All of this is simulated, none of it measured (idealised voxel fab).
Module name: voxel air gaps (process module)
Each square cell in cross-section cut measures 5 nm, and the section as a whole is 240 nm wide.
Cross-section spec: square-cell grid; bands listed top down; each band is one or more rows.
Heads up on the band format: heights come first, top then bottom, in nm. After that it's the materials left to right, each with its width in nm. A single material flagged "edge to edge" fills the whole band edge to edge, and "blank" means there's empty space there.
It should be noted that heights are counted from 0, beneath which the wafer as supplied is of one material throughout, and that the lowest band possesses no lower boundary but continues downward, as written in "0 -> down".
Graded width ("30->40"): value in top row of band = first number; value in bottom row = second number; row-to-row change constant.
Step note "left unchanged" = no cross-section cell changed.
Enclosed voids (no open way to top), threshold 8 cells or more, entry "Enclosed void inventory", notation width x height at distance, distance from left edge, nm.
Past the settings on a step's line: simulator remark, on that step.
If you see "overlay nm" on a step's line and that step has a mask, it's telling you how far right of where it was planned the mask ended up; a negative number means it went left instead.
**Planned step list for the process**
1) RECEIVE: material Si
2) CONFORMAL_DEP: material SiO2, thk nm 5
3) CONFORMAL_DEP: material SiCN, thk nm 5
4) DIRECTIONAL_DEP: material lowk, thk nm 30
5) PATTERN: tone open, mask id LINES, material resist, width nm 15, pitch nm 45, thk nm 20, overlay nm 0
6) DIRECTIONAL_ETCH: etch materials lowk, depth nm 30
7) STRIP: etch materials resist
8) CONFORMAL_DEP: material TiN, thk nm 5
9) FILL_DEP: material Cu, thk nm 10
10) CMP: height nm 50
11) EPI: material Ru, thk nm 10
12) SELECTIVE_ETCH: etch materials lowk, depth nm 40
13) CONFORMAL_DEP: material SiCN, thk nm 5
varied across the wafers: thk nm of step 2. The plan shows the first wafer's value. All wafers start alike
**Cross-section of the first incoming wafer of several, state after step 1**
    0 -> down | Si edge to edge
    Enclosed void inventory: none
**What follows is a table in which each wafer occupies a row; for the wafer as it stands at the close of the module, the row states, material by material, how many cells have been gained (+) or lost (-) since receipt, and then gives its closed voids**
thk nm 5; +66 Cu; +96 Ru; +96 SiCN; +48 SiO2; +84 TiN; +234 lowk; Enclosed void inventory: none
thk nm 10; +18 Cu; +96 Ru; +96 SiCN; +96 SiO2; +84 TiN; +234 lowk; Enclosed void inventory: none
thk nm 15; +15 Cu; +42 Ru; +168 SiCN; +144 SiO2; +39 TiN; Enclosed void inventory: 20 x 20 at 85; 20 x 20 at 130
thk nm 20; +12 Cu; +42 Ru; +162 SiCN; +192 SiO2; +33 TiN; Enclosed void inventory: 20 x 15 at 85; 20 x 15 at 130
thk nm 25; +9 Cu; +42 Ru; +156 SiCN; +240 SiO2; +27 TiN; Enclosed void inventory: 20 x 10 at 85; 20 x 10 at 130
thk nm 30; +6 Cu; +42 Ru; +150 SiCN; +288 SiO2; +21 TiN; Enclosed void inventory: none
